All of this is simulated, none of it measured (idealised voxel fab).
The following process module bears the name voxel self aligned contacts.
The figure presents cross-section cut, which has a width of 210 nm and is divided into square cells with an edge length of 5 nm.
Cross-section format: a grid of square cells, given as bands from top to bottom; each band is one or more rows of cells. Band entry format. Leading values: height of top, height of bottom, nm. Remainder: materials in left-to-right order, each with its width in nm. Special words: "edge to edge" on a single material, which then fills the band edge to edge; "empty", empty space. All heights in this document are referenced to 0, defined as the level beneath which the wafer, as received, consists entirely of one material. The lowest band is not bounded below; it extends indefinitely downward and is written in the form "top 0, no bottom". Width spec "30 to 40" -> top row of cells at first value, bottom row at second value, equal per-row change in between. When a step is marked "nothing different", none of the cells in the cross-section changed during that step. For the entry "Closed void listing", the listed items are empty spaces with no open way to the top whose size is 8 cells or more; each item follows the pattern width x height at distance, where distance is from the left edge and all three are in nm. On a step's line, text after the settings is the simulator commenting on that step. On any step carrying a mask, the "overlay nm" setting, if present on the step's line, tells how far right of its planned place the mask lay; negative values point to the left. So the way this works: pairs, before and after one process step. The after picture only goes down to the lowest band that actually changed, nothing below. Step and its settings are under each pair. And watch out, pairs might come from different runs of this module, same starting wafer though, so a pair only follows on from the one above if its "Before-step section" entry tells you so.
## Before-step section
* top 0, no bottom | Si edge to edge
* Closed void listing: none
## Resulting Structure
* top 5, bottom 0 | SiO2 edge to edge
* Lower than 0, everything is as it was.
* Closed void listing: none
Step, before to after (see cross-sections above): op CONFORMAL_DEP | material SiO2 | thk nm 5
Before-step section: equal to the after panel directly above.
## Resulting Structure
* top 35, bottom 5 | polySi edge to edge
* Lower than 5, everything is as it was.
* Closed void listing: none
Step, before to after (see cross-sections above): op DIRECTIONAL_DEP | material polySi | thk nm 30
Before-step section: equal to the after panel directly above.
## Resulting Structure
* top 55, bottom 35 | SiN edge to edge
* Lower than 35, everything is as it was.
* Closed void listing: none
Step, before to after (see cross-sections above): op DIRECTIONAL_DEP | material SiN | thk nm 20
Before-step section: equal to the after panel directly above.
## Resulting Structure
* top 70, bottom 55 | 35 of empty, 30 of resist, 25 of empty, 30 of resist, 25 of empty, 30 of resist, 35 of empty
* Lower than 55, everything is as it was.
* Closed void listing: none
Step, before to after (see cross-sections above): op PATTERN | tone cover | mask id GATE | material resist | width nm 30 | pitch nm 55 | thk nm 15 | overlay nm 0
Before-step section: equal to the after panel directly above.
## Resulting Structure
* top 70, bottom 55 | 35 of empty, 30 of resist, 25 of empty, 30 of resist, 25 of empty, 30 of resist, 35 of empty
* top 55, bottom 35 | 35 of empty, 30 of SiN, 25 of empty, 30 of SiN, 25 of empty, 30 of SiN, 35 of empty
* Lower than 35, everything is as it was.
* Closed void listing: none
Step, before to after (see cross-sections above): op DIRECTIONAL_ETCH | etch materials SiN | depth nm 20
Before-step section: equal to the after panel directly above.
## Resulting Structure
* top 70, bottom 55 | 35 of empty, 30 of resist, 25 of empty, 30 of resist, 25 of empty, 30 of resist, 35 of empty
* top 55, bottom 35 | 35 of empty, 30 of SiN, 25 of empty, 30 of SiN, 25 of empty, 30 of SiN, 35 of empty
* top 35, bottom 5 | 35 of empty, 30 of polySi, 25 of empty, 30 of polySi, 25 of empty, 30 of polySi, 35 of empty
* Lower than 5, everything is as it was.
* Closed void listing: none
Step, before to after (see cross-sections above): op DIRECTIONAL_ETCH | etch materials polySi | depth nm 30
Before-step section: equal to the after panel directly above.
## Resulting Structure
* top 55, bottom 35 | 35 of empty, 30 of SiN, 25 of empty, 30 of SiN, 25 of empty, 30 of SiN, 35 of empty
* Lower than 35, everything is as it was.
* Closed void listing: none
Step, before to after (see cross-sections above): op STRIP | etch materials resist
Before-step section: equal to the after panel directly above.
## Resulting Structure
* top 60, bottom 35 | 30 of empty, 40 of SiN, 15 of empty, 40 of SiN, 15 of empty, 40 of SiN, 30 of empty
* top 35, bottom 10 | 30 of empty, 5 of SiN, 30 of polySi, 5 of SiN, 15 of empty, 5 of SiN, 30 of polySi, 5 of SiN, 15 of empty, 5 of SiN, 30 of polySi, 5 of SiN, 30 of empty
* top 10, bottom 5 | 35 of SiN, 30 of polySi, 25 of SiN, 30 of polySi, 25 of SiN, 30 of polySi, 35 of SiN
* Lower than 5, everything is as it was.
* Closed void listing: none
Step, before to after (see cross-sections above): op CONFORMAL_DEP | material SiN | thk nm 5
Before-step section: equal to the after panel directly above.
## Resulting Structure
* top 55, bottom 35 | 30 of empty, 40 of SiN, 15 of empty, 40 of SiN, 15 of empty, 40 of SiN, 30 of empty
* top 35, bottom 5 | 30 of empty, 5 of SiN, 30 of polySi, 5 of SiN, 15 of empty, 5 of SiN, 30 of polySi, 5 of SiN, 15 of empty, 5 of SiN, 30 of polySi, 5 of SiN, 30 of empty
* Lower than 5, everything is as it was.
* Closed void listing: none
Step, before to after (see cross-sections above): op DIRECTIONAL_ETCH | etch materials SiN | depth nm 5
Before-step section: equal to the after panel directly above.
## Resulting Structure
* top 70, bottom 55 | SiO2 edge to edge
* top 55, bottom 35 | 30 of SiO2, 40 of SiN, 15 of SiO2, 40 of SiN, 15 of SiO2, 40 of SiN, 30 of SiO2
* top 35, bottom 5 | 30 of SiO2, 5 of SiN, 30 of polySi, 5 of SiN, 15 of SiO2, 5 of SiN, 30 of polySi, 5 of SiN, 15 of SiO2, 5 of SiN, 30 of polySi, 5 of SiN, 30 of SiO2
* Lower than 5, everything is as it was.
* Closed void listing: none
Step, before to after (see cross-sections above): op FILL_DEP | material SiO2 | thk nm 15
Before-step section: equal to the after panel directly above.
## Resulting Structure
* top 60, bottom 55 | SiO2 edge to edge
* Lower than 55, everything is as it was.
* Closed void listing: none
Step, before to after (see cross-sections above): op CMP | height nm 60
Before-step section: equal to the after panel directly above.
## Resulting Structure
* top 60, bottom 55 | 60 of SiO2, 35 of empty, 20 of SiO2, 35 of empty, 60 of SiO2
* top 55, bottom 35 | 30 of SiO2, 40 of SiN, 15 of empty, 40 of SiN, 15 of empty, 40 of SiN, 30 of SiO2
* top 35, bottom 5 | 30 of SiO2, 5 of SiN, 30 of polySi, 5 of SiN, 15 of empty, 5 of SiN, 30 of polySi, 5 of SiN, 15 of empty, 5 of SiN, 30 of polySi, 5 of SiN, 30 of SiO2
* top 5, bottom 0 | 70 of SiO2, 15 of empty, 40 of SiO2, 15 of empty, 70 of SiO2
* Lower than 0, everything is as it was.
* Closed void listing: none
Step, before to after (see cross-sections above): op MASKED_ETCH | tone open | mask id CONTACT | width nm 35 | pitch nm 55 | etch materials SiO2 | depth nm 60 | overlay nm 0
Before-step section: equal to the after panel directly above.
## Resulting Structure
* top 65, bottom 60 | 65 of TiN, 25 of empty, 30 of TiN, 25 of empty, 65 of TiN
* top 60, bottom 55 | 60 of SiO2, 15 of TiN, 5 of empty, 15 of TiN, 20 of SiO2, 15 of TiN, 5 of empty, 15 of TiN, 60 of SiO2
* top 55, bottom 35 | 30 of SiO2, 40 of SiN, 5 of TiN, 5 of empty, 5 of TiN, 40 of SiN, 5 of TiN, 5 of empty, 5 of TiN, 40 of SiN, 30 of SiO2
* top 35, bottom 5 | 30 of SiO2, 5 of SiN, 30 of polySi, 5 of SiN, 5 of TiN, 5 of empty, 5 of TiN, 5 of SiN, 30 of polySi, 5 of SiN, 5 of TiN, 5 of empty, 5 of TiN, 5 of SiN, 30 of polySi, 5 of SiN, 30 of SiO2
* top 5, bottom 0 | 70 of SiO2, 15 of TiN, 40 of SiO2, 15 of TiN, 70 of SiO2
* Lower than 0, everything is as it was.
* Closed void listing: none
Step, before to after (see cross-sections above): op CONFORMAL_DEP | material TiN | thk nm 5
Before-step section: equal to the after panel directly above.
## Resulting Structure
* top 70, bottom 65 | W edge to edge
* top 65, bottom 60 | 65 of TiN, 25 of W, 30 of TiN, 25 of W, 65 of TiN
* top 60, bottom 55 | 60 of SiO2, 15 of TiN, 5 of W, 15 of TiN, 20 of SiO2, 15 of TiN, 5 of W, 15 of TiN, 60 of SiO2
* top 55, bottom 35 | 30 of SiO2, 40 of SiN, 5 of TiN, 5 of W, 5 of TiN, 40 of SiN, 5 of TiN, 5 of W, 5 of TiN, 40 of SiN, 30 of SiO2
* top 35, bottom 5 | 30 of SiO2, 5 of SiN, 30 of polySi, 5 of SiN, 5 of TiN, 5 of W, 5 of TiN, 5 of SiN, 30 of polySi, 5 of SiN, 5 of TiN, 5 of W, 5 of TiN, 5 of SiN, 30 of polySi, 5 of SiN, 30 of SiO2
* Lower than 5, everything is as it was.
* Closed void listing: none
Step, before to after (see cross-sections above): op FILL_DEP | material W | thk nm 5
Before-step section: equal to the after panel directly above.
## Resulting Structure
* top 60, bottom 55 | 60 of SiO2, 15 of TiN, 5 of W, 15 of TiN, 20 of SiO2, 15 of TiN, 5 of W, 15 of TiN, 60 of SiO2
* Lower than 55, everything is as it was.
* Closed void listing: none
Step, before to after (see cross-sections above): op CMP | height nm 60
Before-step section: equal to the after panel directly above.
## Resulting Structure
* top 65, bottom 60 | SiCN edge to edge
* Lower than 60, everything is as it was.
* Closed void listing: none
Step, before to after (see cross-sections above): op CONFORMAL_DEP | material SiCN | thk nm 5
## Before-step section
* top 55, bottom 35 | 35 of empty, 30 of SiN, 25 of empty, 30 of SiN, 25 of empty, 30 of SiN, 35 of empty
* top 35, bottom 5 | 35 of empty, 30 of polySi, 25 of empty, 30 of polySi, 25 of empty, 30 of polySi, 35 of empty
* top 5, bottom 0 | SiO2 edge to edge
* top 0, no bottom | Si edge to edge
* Closed void listing: none
## Resulting Structure
* top 50, bottom 35 | 35 of empty, 30 of SiN, 25 of empty, 30 of SiN, 25 of empty, 30 of SiN, 35 of empty
* Lower than 35, everything is as it was.
* Closed void listing: none
Step, before to after (see cross-sections above): op DIRECTIONAL_ETCH | etch materials SiN | depth nm 5
Before-step section: equal to the after panel directly above.
## Resulting Structure
* top 65, bottom 50 | SiO2 edge to edge
* top 50, bottom 35 | 35 of SiO2, 30 of SiN, 25 of SiO2, 30 of SiN, 25 of SiO2, 30 of SiN, 35 of SiO2
* top 35, bottom 5 | 35 of SiO2, 30 of polySi, 25 of SiO2, 30 of polySi, 25 of SiO2, 30 of polySi, 35 of SiO2
* Lower than 5, everything is as it was.
* Closed void listing: none
Step, before to after (see cross-sections above): op FILL_DEP | material SiO2 | thk nm 15
Before-step section: equal to the after panel directly above.
## Resulting Structure
* top 60, bottom 50 | SiO2 edge to edge
* Lower than 50, everything is as it was.
* Closed void listing: none
Step, before to after (see cross-sections above): op CMP | height nm 60
Before-step section: equal to the after panel directly above.
## Resulting Structure
* top 60, bottom 50 | 60 of SiO2, 35 of empty, 20 of SiO2, 35 of empty, 60 of SiO2
* top 50, bottom 35 | 35 of SiO2, 30 of SiN, 25 of empty, 30 of SiN, 25 of empty, 30 of SiN, 35 of SiO2
* top 35, bottom 5 | 35 of SiO2, 30 of polySi, 25 of empty, 30 of polySi, 25 of empty, 30 of polySi, 35 of SiO2
* top 5, bottom 0 | 65 of SiO2, 25 of empty, 30 of SiO2, 25 of empty, 65 of SiO2
* Lower than 0, everything is as it was.
* Closed void listing: none
Step, before to after (see cross-sections above): op MASKED_ETCH | tone open | mask id CONTACT | width nm 35 | pitch nm 55 | etch materials SiO2 | depth nm 60 | overlay nm 0
Before-step section: equal to the after panel directly above.
## Resulting Structure
* top 65, bottom 60 | 65 of TiN, 25 of empty, 30 of TiN, 25 of empty, 65 of TiN
* top 60, bottom 50 | 60 of SiO2, 5 to 10 of TiN, 25 to 15 of empty, 5 to 10 of TiN, 20 of SiO2, 5 to 10 of TiN, 25 to 15 of empty, 5 to 10 of TiN, 60 of SiO2
* top 50, bottom 35 | 35 of SiO2, 30 of SiN, 5 of TiN, 15 of empty, 5 of TiN, 30 of SiN, 5 of TiN, 15 of empty, 5 of TiN, 30 of SiN, 35 of SiO2
* top 35, bottom 5 | 35 of SiO2, 30 of polySi, 5 of TiN, 15 of empty, 5 of TiN, 30 of polySi, 5 of TiN, 15 of empty, 5 of TiN, 30 of polySi, 35 of SiO2
* top 5, bottom 0 | 65 of SiO2, 25 of TiN, 30 of SiO2, 25 of TiN, 65 of SiO2
* Lower than 0, everything is as it was.
* Closed void listing: none
Step, before to after (see cross-sections above): op CONFORMAL_DEP | material TiN | thk nm 5
Before-step section: equal to the after panel directly above.
## Resulting Structure
* top 70, bottom 65 | W edge to edge
* top 65, bottom 60 | 65 of TiN, 25 of W, 30 of TiN, 25 of W, 65 of TiN
* top 60, bottom 50 | 60 of SiO2, 5 to 10 of TiN, 25 to 15 of W, 5 to 10 of TiN, 20 of SiO2, 5 to 10 of TiN, 25 to 15 of W, 5 to 10 of TiN, 60 of SiO2
* top 50, bottom 35 | 35 of SiO2, 30 of SiN, 5 of TiN, 15 of W, 5 of TiN, 30 of SiN, 5 of TiN, 15 of W, 5 of TiN, 30 of SiN, 35 of SiO2
* top 35, bottom 5 | 35 of SiO2, 30 of polySi, 5 of TiN, 15 of W, 5 of TiN, 30 of polySi, 5 of TiN, 15 of W, 5 of TiN, 30 of polySi, 35 of SiO2
* Lower than 5, everything is as it was.
* Closed void listing: none
Step, before to after (see cross-sections above): op FILL_DEP | material W | thk nm 5
Before-step section: equal to the after panel directly above.
## Resulting Structure
* top 60, bottom 50 | 60 of SiO2, 5 to 10 of TiN, 25 to 15 of W, 5 to 10 of TiN, 20 of SiO2, 5 to 10 of TiN, 25 to 15 of W, 5 to 10 of TiN, 60 of SiO2
* Lower than 50, everything is as it was.
* Closed void listing: none
Step, before to after (see cross-sections above): op CMP | height nm 60
Before-step section: equal to the after panel directly above.
## Resulting Structure
* top 65, bottom 60 | SiCN edge to edge
* Lower than 60, everything is as it was.
* Closed void listing: none
Step, before to after (see cross-sections above): op CONFORMAL_DEP | material SiCN | thk nm 5
## Before-step section
* top 35, bottom 5 | polySi edge to edge
* top 5, bottom 0 | SiO2 edge to edge
* top 0, no bottom | Si edge to edge
* Closed void listing: none
## Resulting Structure
* top 65, bottom 5 | polySi edge to edge
* Lower than 5, everything is as it was.
* Closed void listing: none
Step, before to after (see cross-sections above): op DIRECTIONAL_DEP | material polySi | thk nm 30
Before-step section: equal to the after panel directly above.
## Resulting Structure
* top 85, bottom 65 | SiN edge to edge
* Lower than 65, everything is as it was.
* Closed void listing: none
Step, before to after (see cross-sections above): op DIRECTIONAL_DEP | material SiN | thk nm 20
Before-step section: equal to the after panel directly above.
## Resulting Structure
* top 100, bottom 85 | 35 of empty, 30 of resist, 25 of empty, 30 of resist, 25 of empty, 30 of resist, 35 of empty
* Lower than 85, everything is as it was.
* Closed void listing: none
Step, before to after (see cross-sections above): op PATTERN | tone cover | mask id GATE | material resist | width nm 30 | pitch nm 55 | thk nm 15 | overlay nm 0
Before-step section: equal to the after panel directly above.
## Resulting Structure
* top 100, bottom 85 | 35 of empty, 30 of resist, 25 of empty, 30 of resist, 25 of empty, 30 of resist, 35 of empty
* top 85, bottom 65 | 35 of empty, 30 of SiN, 25 of empty, 30 of SiN, 25 of empty, 30 of SiN, 35 of empty
* Lower than 65, everything is as it was.
* Closed void listing: none
Step, before to after (see cross-sections above): op DIRECTIONAL_ETCH | etch materials SiN | depth nm 20
Before-step section: equal to the after panel directly above.
## Resulting Structure
* top 100, bottom 85 | 35 of empty, 30 of resist, 25 of empty, 30 of resist, 25 of empty, 30 of resist, 35 of empty
* top 85, bottom 65 | 35 of empty, 30 of SiN, 25 of empty, 30 of SiN, 25 of empty, 30 of SiN, 35 of empty
* top 65, bottom 35 | 35 of empty, 30 of polySi, 25 of empty, 30 of polySi, 25 of empty, 30 of polySi, 35 of empty
* Lower than 35, everything is as it was.
* Closed void listing: none
Step, before to after (see cross-sections above): op DIRECTIONAL_ETCH | etch materials polySi | depth nm 30
Before-step section: equal to the after panel directly above.
## Resulting Structure
* top 85, bottom 65 | 35 of empty, 30 of SiN, 25 of empty, 30 of SiN, 25 of empty, 30 of SiN, 35 of empty
* Lower than 65, everything is as it was.
* Closed void listing: none
Step, before to after (see cross-sections above): op STRIP | etch materials resist
Before-step section: equal to the after panel directly above.
## Resulting Structure
* top 90, bottom 65 | 30 of empty, 40 of SiN, 15 of empty, 40 of SiN, 15 of empty, 40 of SiN, 30 of empty
* top 65, bottom 40 | 30 of empty, 5 of SiN, 30 of polySi, 5 of SiN, 15 of empty, 5 of SiN, 30 of polySi, 5 of SiN, 15 of empty, 5 of SiN, 30 of polySi, 5 of SiN, 30 of empty
* top 40, bottom 35 | 35 of SiN, 30 of polySi, 25 of SiN, 30 of polySi, 25 of SiN, 30 of polySi, 35 of SiN
* Lower than 35, everything is as it was.
* Closed void listing: none
Step, before to after (see cross-sections above): op CONFORMAL_DEP | material SiN | thk nm 5
Before-step section: equal to the after panel directly above.
## Resulting Structure
* top 85, bottom 65 | 30 of empty, 40 of SiN, 15 of empty, 40 of SiN, 15 of empty, 40 of SiN, 30 of empty
* top 65, bottom 35 | 30 of empty, 5 of SiN, 30 of polySi, 5 of SiN, 15 of empty, 5 of SiN, 30 of polySi, 5 of SiN, 15 of empty, 5 of SiN, 30 of polySi, 5 of SiN, 30 of empty
* Lower than 35, everything is as it was.
* Closed void listing: none
Step, before to after (see cross-sections above): op DIRECTIONAL_ETCH | etch materials SiN | depth nm 5
Before-step section: equal to the after panel directly above.
## Resulting Structure
* top 100, bottom 85 | SiO2 edge to edge
* top 85, bottom 65 | 30 of SiO2, 40 of SiN, 15 of SiO2, 40 of SiN, 15 of SiO2, 40 of SiN, 30 of SiO2
* top 65, bottom 35 | 30 of SiO2, 5 of SiN, 30 of polySi, 5 of SiN, 15 of SiO2, 5 of SiN, 30 of polySi, 5 of SiN, 15 of SiO2, 5 of SiN, 30 of polySi, 5 of SiN, 30 of SiO2
* Lower than 35, everything is as it was.
* Closed void listing: none
Step, before to after (see cross-sections above): op FILL_DEP | material SiO2 | thk nm 15
Before-step section: equal to the after panel directly above.
## Resulting Structure
* top 60, bottom 35 | 30 of SiO2, 5 of SiN, 30 of polySi, 5 of SiN, 15 of SiO2, 5 of SiN, 30 of polySi, 5 of SiN, 15 of SiO2, 5 of SiN, 30 of polySi, 5 of SiN, 30 of SiO2
* Lower than 35, everything is as it was.
* Closed void listing: none
Step, before to after (see cross-sections above): op CMP | height nm 60
Before-step section: equal to the after panel directly above.
## Resulting Structure
* top 60, bottom 35 | 30 of SiO2, 5 of SiN, 30 of polySi, 5 of SiN, 15 of empty, 5 of SiN, 30 of polySi, 5 of SiN, 15 of empty, 5 of SiN, 30 of polySi, 5 of SiN, 30 of SiO2
* Lower than 35, everything is as it was.
* Closed void listing: none
Step, before to after (see cross-sections above): op MASKED_ETCH | tone open | mask id CONTACT | width nm 35 | pitch nm 55 | etch materials SiO2 | depth nm 60 | overlay nm 0
Before-step section: equal to the after panel directly above.
## Resulting Structure
* top 65, bottom 60 | 75 of TiN, 5 of empty, 50 of TiN, 5 of empty, 75 of TiN
* top 60, bottom 40 | 30 of SiO2, 5 of SiN, 30 of polySi, 5 of SiN, 5 of TiN, 5 of empty, 5 of TiN, 5 of SiN, 30 of polySi, 5 of SiN, 5 of TiN, 5 of empty, 5 of TiN, 5 of SiN, 30 of polySi, 5 of SiN, 30 of SiO2
* top 40, bottom 35 | 30 of SiO2, 5 of SiN, 30 of polySi, 5 of SiN, 15 of TiN, 5 of SiN, 30 of polySi, 5 of SiN, 15 of TiN, 5 of SiN, 30 of polySi, 5 of SiN, 30 of SiO2
* Lower than 35, everything is as it was.
* Closed void listing: none
Step, before to after (see cross-sections above): op CONFORMAL_DEP | material TiN | thk nm 5
Before-step section: equal to the after panel directly above.
## Resulting Structure
* top 70, bottom 65 | W edge to edge
* top 65, bottom 60 | 75 of TiN, 5 of W, 50 of TiN, 5 of W, 75 of TiN
* top 60, bottom 40 | 30 of SiO2, 5 of SiN, 30 of polySi, 5 of SiN, 5 of TiN, 5 of W, 5 of TiN, 5 of SiN, 30 of polySi, 5 of SiN, 5 of TiN, 5 of W, 5 of TiN, 5 of SiN, 30 of polySi, 5 of SiN, 30 of SiO2
* Lower than 40, everything is as it was.
* Closed void listing: none
Step, before to after (see cross-sections above): op FILL_DEP | material W | thk nm 5
Before-step section: equal to the after panel directly above.
## Resulting Structure
* top 60, bottom 40 | 30 of SiO2, 5 of SiN, 30 of polySi, 5 of SiN, 5 of TiN, 5 of W, 5 of TiN, 5 of SiN, 30 of polySi, 5 of SiN, 5 of TiN, 5 of W, 5 of TiN, 5 of SiN, 30 of polySi, 5 of SiN, 30 of SiO2
* Lower than 40, everything is as it was.
* Closed void listing: none
Step, before to after (see cross-sections above): op CMP | height nm 60
Before-step section: equal to the after panel directly above.
## Resulting Structure
* top 65, bottom 60 | SiCN edge to edge
* Lower than 60, everything is as it was.
* Closed void listing: none
Step, before to after (see cross-sections above): op CONFORMAL_DEP | material SiCN | thk nm 5
## Before-step section
* top 5, bottom 0 | SiO2 edge to edge
* top 0, no bottom | Si edge to edge
* Closed void listing: none
## Resulting Structure
* top 25, bottom 5 | SiN edge to edge
* Lower than 5, everything is as it was.
* Closed void listing: none
Step, before to after (see cross-sections above): op DIRECTIONAL_DEP | material SiN | thk nm 20
Before-step section: equal to the after panel directly above.
## Resulting Structure
* top 55, bottom 25 | polySi edge to edge
* Lower than 25, everything is as it was.
* Closed void listing: none
Step, before to after (see cross-sections above): op DIRECTIONAL_DEP | material polySi | thk nm 30
Before-step section: equal to the after panel directly above.
## Resulting Structure
* top 70, bottom 55 | 35 of empty, 30 of resist, 25 of empty, 30 of resist, 25 of empty, 30 of resist, 35 of empty
* Lower than 55, everything is as it was.
* Closed void listing: none
Step, before to after (see cross-sections above): op PATTERN | tone cover | mask id GATE | material resist | width nm 30 | pitch nm 55 | thk nm 15 | overlay nm 0
Before-step section: equal to the after panel directly above.
## Resulting Structure
* top 70, bottom 55 | 35 of empty, 30 of resist, 25 of empty, 30 of resist, 25 of empty, 30 of resist, 35 of empty
* top 55, bottom 25 | 35 of empty, 30 of polySi, 25 of empty, 30 of polySi, 25 of empty, 30 of polySi, 35 of empty
* Lower than 25, everything is as it was.
* Closed void listing: none
Step, before to after (see cross-sections above): op DIRECTIONAL_ETCH | etch materials polySi | depth nm 30
Before-step section: equal to the after panel directly above.
## Resulting Structure
* top 55, bottom 25 | 35 of empty, 30 of polySi, 25 of empty, 30 of polySi, 25 of empty, 30 of polySi, 35 of empty
* Lower than 25, everything is as it was.
* Closed void listing: none
Step, before to after (see cross-sections above): op STRIP | etch materials resist
Before-step section: equal to the after panel directly above.
## Resulting Structure
* top 60, bottom 55 | 30 of empty, 40 of SiN, 15 of empty, 40 of SiN, 15 of empty, 40 of SiN, 30 of empty
* top 55, bottom 30 | 30 of empty, 5 of SiN, 30 of polySi, 5 of SiN, 15 of empty, 5 of SiN, 30 of polySi, 5 of SiN, 15 of empty, 5 of SiN, 30 of polySi, 5 of SiN, 30 of empty
* top 30, bottom 25 | 35 of SiN, 30 of polySi, 25 of SiN, 30 of polySi, 25 of SiN, 30 of polySi, 35 of SiN
* Lower than 25, everything is as it was.
* Closed void listing: none
Step, before to after (see cross-sections above): op CONFORMAL_DEP | material SiN | thk nm 5
Before-step section: equal to the after panel directly above.
## Resulting Structure
* top 55, bottom 25 | 30 of empty, 5 of SiN, 30 of polySi, 5 of SiN, 15 of empty, 5 of SiN, 30 of polySi, 5 of SiN, 15 of empty, 5 of SiN, 30 of polySi, 5 of SiN, 30 of empty
* Lower than 25, everything is as it was.
* Closed void listing: none
Step, before to after (see cross-sections above): op DIRECTIONAL_ETCH | etch materials SiN | depth nm 5
Before-step section: equal to the after panel directly above.
## Resulting Structure
* top 70, bottom 55 | SiO2 edge to edge
* top 55, bottom 25 | 30 of SiO2, 5 of SiN, 30 of polySi, 5 of SiN, 15 of SiO2, 5 of SiN, 30 of polySi, 5 of SiN, 15 of SiO2, 5 of SiN, 30 of polySi, 5 of SiN, 30 of SiO2
* Lower than 25, everything is as it was.
* Closed void listing: none
Step, before to after (see cross-sections above): op FILL_DEP | material SiO2 | thk nm 15
Before-step section: equal to the after panel directly above.
## Resulting Structure
* top 60, bottom 55 | SiO2 edge to edge
* Lower than 55, everything is as it was.
* Closed void listing: none
Step, before to after (see cross-sections above): op CMP | height nm 60
Before-step section: equal to the after panel directly above.
## Resulting Structure
* top 60, bottom 55 | 60 of SiO2, 35 of empty, 20 of SiO2, 35 of empty, 60 of SiO2
* top 55, bottom 25 | 30 of SiO2, 5 of SiN, 30 of polySi, 5 of SiN, 15 of empty, 5 of SiN, 30 of polySi, 5 of SiN, 15 of empty, 5 of SiN, 30 of polySi, 5 of SiN, 30 of SiO2
* Lower than 25, everything is as it was.
* Closed void listing: none
Step, before to after (see cross-sections above): op MASKED_ETCH | tone open | mask id CONTACT | width nm 35 | pitch nm 55 | etch materials SiO2 | depth nm 60 | overlay nm 0
Before-step section: equal to the after panel directly above.
## Resulting Structure
* top 65, bottom 60 | 65 of TiN, 25 of empty, 30 of TiN, 25 of empty, 65 of TiN
* top 60, bottom 55 | 60 of SiO2, 15 of TiN, 5 of empty, 15 of TiN, 20 of SiO2, 15 of TiN, 5 of empty, 15 of TiN, 60 of SiO2
* top 55, bottom 30 | 30 of SiO2, 5 of SiN, 30 of polySi, 5 of SiN, 5 of TiN, 5 of empty, 5 of TiN, 5 of SiN, 30 of polySi, 5 of SiN, 5 of TiN, 5 of empty, 5 of TiN, 5 of SiN, 30 of polySi, 5 of SiN, 30 of SiO2
* top 30, bottom 25 | 30 of SiO2, 5 of SiN, 30 of polySi, 5 of SiN, 15 of TiN, 5 of SiN, 30 of polySi, 5 of SiN, 15 of TiN, 5 of SiN, 30 of polySi, 5 of SiN, 30 of SiO2
* Lower than 25, everything is as it was.
* Closed void listing: none
Step, before to after (see cross-sections above): op CONFORMAL_DEP | material TiN | thk nm 5
Before-step section: equal to the after panel directly above.
## Resulting Structure
* top 70, bottom 65 | W edge to edge
* top 65, bottom 60 | 65 of TiN, 25 of W, 30 of TiN, 25 of W, 65 of TiN
* top 60, bottom 55 | 60 of SiO2, 15 of TiN, 5 of W, 15 of TiN, 20 of SiO2, 15 of TiN, 5 of W, 15 of TiN, 60 of SiO2
* top 55, bottom 30 | 30 of SiO2, 5 of SiN, 30 of polySi, 5 of SiN, 5 of TiN, 5 of W, 5 of TiN, 5 of SiN, 30 of polySi, 5 of SiN, 5 of TiN, 5 of W, 5 of TiN, 5 of SiN, 30 of polySi, 5 of SiN, 30 of SiO2
* Lower than 30, everything is as it was.
* Closed void listing: none
Step, before to after (see cross-sections above): op FILL_DEP | material W | thk nm 5
Before-step section: equal to the after panel directly above.
## Resulting Structure
* top 60, bottom 55 | 60 of SiO2, 15 of TiN, 5 of W, 15 of TiN, 20 of SiO2, 15 of TiN, 5 of W, 15 of TiN, 60 of SiO2
* Lower than 55, everything is as it was.
* Closed void listing: none
Step, before to after (see cross-sections above): op CMP | height nm 60
Before-step section: equal to the after panel directly above.
## Resulting Structure
* top 65, bottom 60 | SiCN edge to edge
* Lower than 60, everything is as it was.
* Closed void listing: none
Step, before to after (see cross-sections above): op CONFORMAL_DEP | material SiCN | thk nm 5
## Before-step section
* top 70, bottom 55 | 35 of empty, 30 of resist, 25 of empty, 30 of resist, 25 of empty, 30 of resist, 35 of empty
* top 55, bottom 35 | 35 of empty, 30 of SiN, 25 of empty, 30 of SiN, 25 of empty, 30 of SiN, 35 of empty
* top 35, bottom 5 | polySi edge to edge
* top 5, bottom 0 | SiO2 edge to edge
* top 0, no bottom | Si edge to edge
* Closed void listing: none
## Resulting Structure
* top 70, bottom 55 | 35 of empty, 30 of resist, 25 of empty, 30 of resist, 25 of empty, 30 of resist, 35 of empty
* top 55, bottom 35 | 35 of empty, 30 of SiN, 25 of empty, 30 of SiN, 25 of empty, 30 of SiN, 35 of empty
* top 35, bottom 15 | 35 of empty, 30 of polySi, 25 of empty, 30 of polySi, 25 of empty, 30 of polySi, 35 of empty
* Lower than 15, everything is as it was.
* Closed void listing: none
Step, before to after (see cross-sections above): op DIRECTIONAL_ETCH | etch materials polySi | depth nm 20
Before-step section: equal to the after panel directly above.
## Resulting Structure
* top 55, bottom 35 | 35 of empty, 30 of SiN, 25 of empty, 30 of SiN, 25 of empty, 30 of SiN, 35 of empty
* Lower than 35, everything is as it was.
* Closed void listing: none
Step, before to after (see cross-sections above): op STRIP | etch materials resist
Before-step section: equal to the after panel directly above.
## Resulting Structure
* top 60, bottom 35 | 30 of empty, 40 of SiN, 15 of empty, 40 of SiN, 15 of empty, 40 of SiN, 30 of empty
* top 35, bottom 20 | 30 of empty, 5 of SiN, 30 of polySi, 5 of SiN, 15 of empty, 5 of SiN, 30 of polySi, 5 of SiN, 15 of empty, 5 of SiN, 30 of polySi, 5 of SiN, 30 of empty
* top 20, bottom 15 | 35 of SiN, 30 of polySi, 25 of SiN, 30 of polySi, 25 of SiN, 30 of polySi, 35 of SiN
* Lower than 15, everything is as it was.
* Closed void listing: none
Step, before to after (see cross-sections above): op CONFORMAL_DEP | material SiN | thk nm 5
Before-step section: equal to the after panel directly above.
## Resulting Structure
* top 55, bottom 35 | 30 of empty, 40 of SiN, 15 of empty, 40 of SiN, 15 of empty, 40 of SiN, 30 of empty
* top 35, bottom 15 | 30 of empty, 5 of SiN, 30 of polySi, 5 of SiN, 15 of empty, 5 of SiN, 30 of polySi, 5 of SiN, 15 of empty, 5 of SiN, 30 of polySi, 5 of SiN, 30 of empty
* Lower than 15, everything is as it was.
* Closed void listing: none
Step, before to after (see cross-sections above): op DIRECTIONAL_ETCH | etch materials SiN | depth nm 5
Before-step section: equal to the after panel directly above.
## Resulting Structure
* top 70, bottom 55 | SiO2 edge to edge
* top 55, bottom 35 | 30 of SiO2, 40 of SiN, 15 of SiO2, 40 of SiN, 15 of SiO2, 40 of SiN, 30 of SiO2
* top 35, bottom 15 | 30 of SiO2, 5 of SiN, 30 of polySi, 5 of SiN, 15 of SiO2, 5 of SiN, 30 of polySi, 5 of SiN, 15 of SiO2, 5 of SiN, 30 of polySi, 5 of SiN, 30 of SiO2
* Lower than 15, everything is as it was.
* Closed void listing: none
Step, before to after (see cross-sections above): op FILL_DEP | material SiO2 | thk nm 15
Before-step section: equal to the after panel directly above.
## Resulting Structure
* top 60, bottom 55 | SiO2 edge to edge
* Lower than 55, everything is as it was.
* Closed void listing: none
Step, before to after (see cross-sections above): op CMP | height nm 60
